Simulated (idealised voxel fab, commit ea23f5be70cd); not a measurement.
process module | voxel spacer lines
cross-section cut | 185 nm wide | cells 5 nm
A cross-section is a grid of square cells, given in bands from the top down. A band is one or more rows of cells.
Each band's line starts with the height of the band's top and of its bottom, in nm. Then come its materials from left to right, each with its width in nm. One material with "throughout" fills the band from edge to edge. "air" is empty space.
Height 0 is the level under which the wafer as received is all one material. The lowest band goes on downwards, as in "0 down".
A width such as "30 to 40" changes by the same amount from each row of cells to the next, from the band's top row to its bottom row.
"no change" after a step means that no cell of the cross-section changed.
closed voids: empty space of 8 cells or more with no open way to the top, each as width x height at its distance from the left edge, in nm
after a step's settings: what the simulator itself notes on the step
overlay nm, on a step with a mask: how far to the right of its planned place the mask lay; to the left if negative
plan
1 op RECEIVE | material Si
2 op CONFORMAL_DEP | material Al2O3 | thk nm 10
3 op DIRECTIONAL_DEP | material W | thk nm 10
4 op DIRECTIONAL_DEP | material polySi | thk nm 25
5 op PATTERN | tone cover | mask id MANDREL | material resist | width nm 15 | pitch nm 50 | thk nm 30 | overlay nm 0
6 op DIRECTIONAL_ETCH | etch materials polySi | depth nm 25
7 op STRIP | etch materials resist
8 op CONFORMAL_DEP | material SiO2 | thk nm 10
9 op DIRECTIONAL_ETCH | etch materials SiO2 | depth nm 10
10 op STRIP | etch materials polySi
11 op DIRECTIONAL_ETCH | etch materials W | depth nm 10
12 op STRIP | etch materials SiO2
13 op FILL_DEP | material lowk | thk nm 10
14 op CMP | height nm 20
as received, after step 1
  0 down: Si throughout
  closed voids: none
first wafer at the end, as planned
  20 to 10: lowk 50 | W 10 | lowk 15 | W 10 | lowk 15 | W 10 | lowk 15 | W 10 | lowk 50
  10 to 0: Al2O3 throughout
  0 down: Si throughout
  closed voids: none
second wafer at the end: like start, like plan, one mistake
  20 to 10: lowk 55 | W 5 | lowk 15 | W 5 | lowk 25 | W 5 | lowk 15 | W 5 | lowk 55
  10 to 0: Al2O3 throughout
  0 down: Si throughout
  closed voids: none
what went wrong: step 8 ran as: op CONFORMAL_DEP | material SiO2 | thk nm 5
at the end the second wafer has, in cells: 8 fewer of W | 8 more of lowk
